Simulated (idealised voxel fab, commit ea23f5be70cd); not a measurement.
Process module in this document: voxel lift off
We display cut, a cross-section 250 nm in width whose square cells are each 5 nm.
Cross-section format: a grid of square cells, given as bands from top to bottom; each band is one or more rows of cells. The band entry comprises the height of the band's top followed by the height of its bottom, expressed in nm, and subsequently the band's materials from left to right, each stated together with its width in nm. Where a single material is marked with the word "full width", that material fills the band from edge to edge. The word "blank" represents empty space. Beneath 0, the wafer as received is one material, and that level is where height counting begins. The lowest band goes on downward without a bottom; it is written like "0 and below". Top row gets the first number, bottom row gets the second, and each row in between changes by the same step: that is how a band width like "30->40" works. Step note "nothing changed" = no cross-section cell changed. The entry titled "Sealed internal cavities" provides the empty spaces that have no open way to the top, restricted to those of 8 cells or more. Each is presented as width x height at distance, the distance being measured from the left edge, with all three in nm. Heads up: the bit after the settings on a step's line is the simulator's remark on that step. overlay nm: where the mask lay relative to plan, measured to the right, on steps with a mask; negatives go left.
**The following list gives the planned process steps**
- 1: RECEIVE: material Si
- 2: CONFORMAL_DEP: material SiN, thk nm 15
- 3: PATTERN: tone open, mask id LINES, material resist, width nm 20, pitch nm 50, thk nm 20, overlay nm 0
- 4: DIRECTIONAL_DEP: material Ru, thk nm 10
- 5: STRIP: etch materials resist
- 6: CONFORMAL_DEP: material SiCN, thk nm 5
**As-received state of the wafer in cross-section, equivalent to post-step 1**
- 0 and below | Si full width
- Sealed internal cavities: none
**Looking at the first of two wafers in cross-section at end of module - ran to plan**
- 30 down to 25 | blank 85, SiCN 30, blank 20, SiCN 30, blank 85
- 25 down to 20 | blank 85, SiCN 5, Ru 20, SiCN 5, blank 20, SiCN 5, Ru 20, SiCN 5, blank 85
- 20 down to 15 | SiCN 90, Ru 20, SiCN 30, Ru 20, SiCN 90
- 15 down to 0 | SiN full width
- 0 and below | Si full width
- Sealed internal cavities: none
**Wafer two cross-section, module end. Start and plan unchanged from wafer one; one mistake made during the run**
- 35 down to 30 | blank 85, SiCN 30, blank 20, SiCN 30, blank 85
- 30 down to 25 | blank 85, SiCN 5, Ru 20, SiCN 5, blank 20, SiCN 5, Ru 20, SiCN 5, blank 85
- 25 down to 20 | SiCN 90, Ru 20, SiCN 30, Ru 20, SiCN 90
- 20 down to 0 | SiN full width
- 0 and below | Si full width
- Sealed internal cavities: none
Against the plan, the run slipped here: for step 2, the planned setting was not used; the step was instead run as CONFORMAL_DEP: material SiN, thk nm 20
Count the cells at the end and the second wafer has more or fewer of some materials than the first: 50 more of SiN
